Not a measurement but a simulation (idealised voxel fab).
The following process module bears the name voxel air gaps.
In the cross-section labelled cut, the width is 210 nm and each square cell is 5 nm.
Cross-section, as written here: a square-cell grid given band by band from the top down, where a band holds one or more rows of cells.
Quick guide to a band line: top height, bottom height (nm) up front; then every material left to right with its width in nm. Only one material and it's marked "everywhere"? Then it fills the band edge to edge. And "blank" just means empty space.
Height datum 0, below which the as-received substrate wafer is one material. Lowest band open at the bottom, running downward: "from 0 down".
Note: "30 to 40" means the width goes from the first number (top row of the band) to the second number (bottom row) in equal steps per row of cells.
Take "remained the same" at face value: in the step it is given for, the cross-section changed in none of its cells.
In the "Sealed void inventory" entry, you get each enclosed empty space of 8 cells or more, one with no open way to the top, written width x height at distance, distance from the left edge, in nm.
What comes after the settings on a step's line is commentary from the simulator itself on that step.
The optional step-line setting "overlay nm" applies to steps with a mask and quantifies how far to the right of its planned location the mask lay, a negative value indicating leftward placement.
Set out below are the planned steps of the process:
step 1: RECEIVE [material Si]
step 2: CONFORMAL_DEP [material SiO2] [thk nm 10]
step 3: CONFORMAL_DEP [material SiCN] [thk nm 5]
step 4: DIRECTIONAL_DEP [material lowk] [thk nm 35]
step 5: MASKED_ETCH [tone open] [mask id LINES] [width nm 20] [pitch nm 50] [etch materials lowk] [depth nm 35] [overlay nm 0]
step 6: CONFORMAL_DEP [material TiN] [thk nm 5]
step 7: FILL_DEP [material W] [thk nm 5]
step 8: CMP [height nm 50]
step 9: EPI [material Ru] [thk nm 10]
step 10: SELECTIVE_ETCH [etch materials lowk] [depth nm 45]
step 11: CONFORMAL_DEP [material SiCN] [thk nm 5]
The cross-section here shows the wafer as received, i.e. in its state after step 1:
from 0 down: Si everywhere
Sealed void inventory: none
As-planned run: cross-section of the first of two wafers at end of module:
from 65 to 60: blank 5 nm, then SiCN 200 nm, then blank 5 nm
from 60 to 50: blank 5 nm, then SiCN 5 nm, then Ru 40 nm, then SiCN 10 nm, then Ru 40 nm, then SiCN 10 nm, then Ru 40 nm, then SiCN 10 nm, then Ru 40 nm, then SiCN 5 nm, then blank 5 nm
from 50 to 45: blank 5 nm, then SiCN 15 nm, then TiN 5 nm, then W 10 nm, then TiN 5 nm, then SiCN 30 nm, then TiN 5 nm, then W 10 nm, then TiN 5 nm, then SiCN 30 nm, then TiN 5 nm, then W 10 nm, then TiN 5 nm, then SiCN 30 nm, then TiN 5 nm, then W 10 nm, then TiN 5 nm, then SiCN 15 nm, then blank 5 nm
from 45 to 20: blank 15 nm, then SiCN 5 nm, then TiN 5 nm, then W 10 nm, then TiN 5 nm, then SiCN 5 nm, then blank 20 nm, then SiCN 5 nm, then TiN 5 nm, then W 10 nm, then TiN 5 nm, then SiCN 5 nm, then blank 20 nm, then SiCN 5 nm, then TiN 5 nm, then W 10 nm, then TiN 5 nm, then SiCN 5 nm, then blank 20 nm, then SiCN 5 nm, then TiN 5 nm, then W 10 nm, then TiN 5 nm, then SiCN 5 nm, then blank 15 nm
from 20 to 15: SiCN 20 nm, then TiN 20 nm, then SiCN 30 nm, then TiN 20 nm, then SiCN 30 nm, then TiN 20 nm, then SiCN 30 nm, then TiN 20 nm, then SiCN 20 nm
from 15 to 10: SiCN everywhere
from 10 to 0: SiO2 everywhere
from 0 down: Si everywhere
Sealed void inventory: 20 x 25 at 45; 20 x 25 at 95; 20 x 25 at 145
Second of two wafers, module complete, sectioned: it shares the first wafer's start and plan but was run with one mistake:
from 65 to 60: blank 5 nm, then SiCN 200 nm, then blank 5 nm
from 60 to 50: blank 5 nm, then SiCN 5 nm, then Ru 40 nm, then SiCN 10 nm, then Ru 40 nm, then SiCN 10 nm, then Ru 40 nm, then SiCN 10 nm, then Ru 40 nm, then SiCN 5 nm, then blank 5 nm
from 50 to 45: blank 5 nm, then SiCN 15 nm, then TiN 5 nm, then W 10 nm, then TiN 5 nm, then SiCN 30 nm, then TiN 5 nm, then W 10 nm, then TiN 5 nm, then SiCN 30 nm, then TiN 5 nm, then W 10 nm, then TiN 5 nm, then SiCN 30 nm, then TiN 5 nm, then W 10 nm, then TiN 5 nm, then SiCN 15 nm, then blank 5 nm
from 45 to 20: blank 15 nm, then SiCN 5 nm, then TiN 5 nm, then W 10 nm, then TiN 5 nm, then SiCN 5 nm, then blank 20 nm, then SiCN 5 nm, then TiN 5 nm, then W 10 nm, then TiN 5 nm, then SiCN 5 nm, then blank 20 nm, then SiCN 5 nm, then TiN 5 nm, then W 10 nm, then TiN 5 nm, then SiCN 5 nm, then blank 20 nm, then SiCN 5 nm, then TiN 5 nm, then W 10 nm, then TiN 5 nm, then SiCN 5 nm, then blank 15 nm
from 20 to 15: SiCN 20 nm, then TiN 20 nm, then SiCN 30 nm, then TiN 20 nm, then SiCN 30 nm, then TiN 20 nm, then SiCN 30 nm, then TiN 20 nm, then SiCN 20 nm
from 15 to 5: SiO2 everywhere
from 5 to 0: SiCN everywhere
from 0 down: Si everywhere
Sealed void inventory: 20 x 25 at 45; 20 x 25 at 95; 20 x 25 at 145
What broke from the plan during processing? the intended sequence of steps 2 and 3 was reversed during processing, with each occupying the position of the other
Matching per-material cell counts, mismatched positions: that is how the second wafer compares with the first at the end.
